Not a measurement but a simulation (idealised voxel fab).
Module name: voxel self aligned vias (process module)
The cross-section on display is named cut; it measures 210 nm wide, and its cells are 5 nm squares.
In what follows, cross-sections appear as grids of square cells, described through bands that run from the top down, where every band is one or more rows of cells.
Band entry format. Leading values: height of top, height of bottom, nm. Remainder: materials in left-to-right order, each with its width in nm. Special words: "throughout" on a single material, which then fills the band edge to edge; "empty", empty space.
Basically, 0 is our baseline, since under it the wafer straight out of the box is all one material. The bottom band has no lower end and keeps on going down, so it looks like "top 0, no bottom".
A width such as "30->40" changes by the same amount from each row of cells to the next, from the band's top row to its bottom row.
Take "remained the same" at face value: in the step it is given for, the cross-section changed in none of its cells.
Closed void catalog: empty space of 8 cells or more with no open way to the top, each as width x height at its distance from the left edge, in nm
Note: text after step settings on the step line = simulator remark on that step.
The optional step-line setting "overlay nm" applies to steps with a mask and quantifies how far to the right of its planned location the mask lay, a negative value indicating leftward placement.

Plan
| 1 | RECEIVE (material Si) |
| 2 | CONFORMAL_DEP (material SiO2; thk nm 10) |
| 3 | CONFORMAL_DEP (material SiCN; thk nm 5) |
| 4 | DIRECTIONAL_DEP (material lowk; thk nm 20) |
| 5 | PATTERN (tone open; mask id LINES; material resist; width nm 30; pitch nm 55; thk nm 15; overlay nm 0) |
| 6 | DIRECTIONAL_ETCH (etch materials lowk; depth nm 20) |
| 7 | STRIP (etch materials resist) |
| 8 | CONFORMAL_DEP (material TiN; thk nm 5) |
| 9 | FILL_DEP (material Ru; thk nm 10) |
| 10 | CMP (height nm 35) |
| 11 | SELECTIVE_ETCH (etch materials W Ru TiN; depth nm 5) |
| 12 | FILL_DEP (material SiN; thk nm 5) |
| 13 | CMP (height nm 35) |
| 14 | DIRECTIONAL_DEP (material lowk; thk nm 20) |
| 15 | MASKED_ETCH (tone open; mask id VIAS; width nm 40; etch materials lowk; depth nm 20; overlay nm 0) |
| 16 | MASKED_ETCH (tone open; mask id VIAS; width nm 40; etch materials SiN; depth nm 5; overlay nm 0) |
| 17 | CONFORMAL_DEP (material TiN; thk nm 5) |
| 18 | FILL_DEP (material W; thk nm 10) |
| 19 | CMP (height nm 55) |
| 20 | CONFORMAL_DEP (material SiN; thk nm 5) |

Wafer at receipt (post step 1), cross-section
* top 0, no bottom  Si throughout
* Closed void catalog: none

Here's the wafer cut in cross-section after the module, started and planned just like above, except one thing was done wrong in the run
* top 60, bottom 55  SiN throughout
* top 55, bottom 40  lowk 55 / TiN 5 / W 30 / TiN 5 / lowk 115
* top 40, bottom 35  lowk 55 / TiN 10 / W 20 / TiN 10 / lowk 115
* top 35, bottom 30  lowk 60 / TiN 30 / lowk 25 / SiN 30 / lowk 65
* top 30, bottom 25  lowk 60 / TiN 30 / lowk 25 / TiN 30 / lowk 65
* top 25, bottom 10  SiCN throughout
* top 10, bottom 0  SiO2 throughout
* top 0, no bottom  Si throughout
* Closed void catalog: none
Error vs. plan: step 3 did not use the planned setting and instead ran as CONFORMAL_DEP (material SiCN; thk nm 15)
